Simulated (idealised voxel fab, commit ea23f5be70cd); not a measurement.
Module name: voxel self aligned vias (process module)
Each square cell in cross-section cut measures 5 nm, and the section as a whole is 225 nm wide.
How to read a cross-section here: the picture is a grid of square cells, written as bands going from the top down, and any band can span one or more rows of cells. For a band, the entry starts with two heights in nm, that of the top and then that of the bottom, and carries on with the band's materials in order from left to right, each alongside its width in nm; the word "full width" beside a single material means it fills the band edge to edge, and "blank" means empty space. Where do heights start? At 0: under that level the wafer as delivered is made of one material only. And the lowest band has no floor; it just carries on downward, as in "z 0 and below". A width given as "30 to 40" starts at the first number in the band's top row and ends at the second number in its bottom row, shifting by an equal amount at every step from row to row. When a step is marked "nothing changed", none of the cells in the cross-section changed during that step. "Enclosed void inventory" contains a list of empty spaces, each no smaller than 8 cells and without an open way to the top, written in the form width x height at distance with the distance from the left edge and all three in nm. The remark found on a step's line after its settings is issued by the simulator itself and pertains to that step. overlay nm: how far to the right of its planned place the mask lay on this masked step (negative: to the left).

-- Set out below are the planned steps of the process
step 1: RECEIVE (material Si)
step 2: CONFORMAL_DEP (material SiO2; thk nm 15)
step 3: CONFORMAL_DEP (material SiCN; thk nm 5)
step 4: DIRECTIONAL_DEP (material lowk; thk nm 30)
step 5: PATTERN (tone open; mask id LINES; material resist; width nm 25; pitch nm 65; thk nm 20; overlay nm 0)
step 6: DIRECTIONAL_ETCH (etch materials lowk; depth nm 30)
step 7: STRIP (etch materials resist)
step 8: CONFORMAL_DEP (material TiN; thk nm 5)
step 9: FILL_DEP (material Ru; thk nm 10)
step 10: CMP (height nm 50)
step 11: SELECTIVE_ETCH (etch materials W Ru TiN; depth nm 10)
step 12: FILL_DEP (material SiN; thk nm 10)
step 13: CMP (height nm 50)
step 14: DIRECTIONAL_DEP (material lowk; thk nm 15)
step 15: MASKED_ETCH (tone open; mask id VIAS; width nm 35; pitch nm 65; etch materials lowk; depth nm 15; overlay nm 0)
step 16: MASKED_ETCH (tone open; mask id VIAS; width nm 35; pitch nm 65; etch materials SiN; depth nm 10; overlay nm 0)
step 17: CONFORMAL_DEP (material TiN; thk nm 5)
step 18: FILL_DEP (material Ru; thk nm 10)
step 19: CMP (height nm 65)
step 20: CONFORMAL_DEP (material SiCN; thk nm 5)

-- Cross-section of the wafer as it came to us, i.e., already through step 1
	z 0 and below: Si full width
	Enclosed void inventory: none

-- First wafer of two, sectioned at end of module; run went per plan
	z 70 to 65: SiCN full width
	z 65 to 55: 60 nm lowk | 5 nm TiN | 25 nm Ru | 5 nm TiN | 30 nm lowk | 5 nm TiN | 25 nm Ru | 5 nm TiN | 65 nm lowk
	z 55 to 45: 60 to 65 nm lowk | 10 to 5 nm TiN | 15 nm Ru | 10 to 5 nm TiN | 30 to 40 nm lowk | 10 to 5 nm TiN | 15 nm Ru | 10 to 5 nm TiN | 65 to 70 nm lowk
	z 45 to 40: 65 nm lowk | 25 nm TiN | 40 nm lowk | 25 nm TiN | 70 nm lowk
	z 40 to 25: 65 nm lowk | 5 nm TiN | 15 nm Ru | 5 nm TiN | 40 nm lowk | 5 nm TiN | 15 nm Ru | 5 nm TiN | 70 nm lowk
	z 25 to 20: 65 nm lowk | 25 nm TiN | 40 nm lowk | 25 nm TiN | 70 nm lowk
	z 20 to 15: SiCN full width
	z 15 to 0: SiO2 full width
	z 0 and below: Si full width
	Enclosed void inventory: none

-- Cross-sectional view: second of two wafers, end of module; start and plan identical to the first, one mistake in running
	z 70 to 65: SiCN full width
	z 65 to 55: 60 nm lowk | 5 nm TiN | 25 nm Ru | 5 nm TiN | 30 nm lowk | 5 nm TiN | 25 nm Ru | 5 nm TiN | 65 nm lowk
	z 55 to 45: 60 to 70 nm lowk | 15 to 5 nm TiN | 10 nm Ru | 10 to 5 nm TiN | 30 to 45 nm lowk | 15 to 5 nm TiN | 10 nm Ru | 10 to 5 nm TiN | 65 to 70 nm lowk
	z 45 to 40: 70 nm lowk | 20 nm TiN | 45 nm lowk | 20 nm TiN | 70 nm lowk
	z 40 to 25: 70 nm lowk | 5 nm TiN | 10 nm Ru | 5 nm TiN | 45 nm lowk | 5 nm TiN | 10 nm Ru | 5 nm TiN | 70 nm lowk
	z 25 to 20: 70 nm lowk | 20 nm TiN | 45 nm lowk | 20 nm TiN | 70 nm lowk
	z 20 to 15: SiCN full width
	z 15 to 0: SiO2 full width
	z 0 and below: Si full width
	Enclosed void inventory: none
Finding, execution versus plan: step 5 ran as: PATTERN (tone open; mask id LINES; material resist; width nm 20; pitch nm 65; thk nm 20; overlay nm 0)
Heads up, by the end the second wafer has more or fewer cells of some materials compared to the first: -10 Ru; -2 TiN; +12 lowk
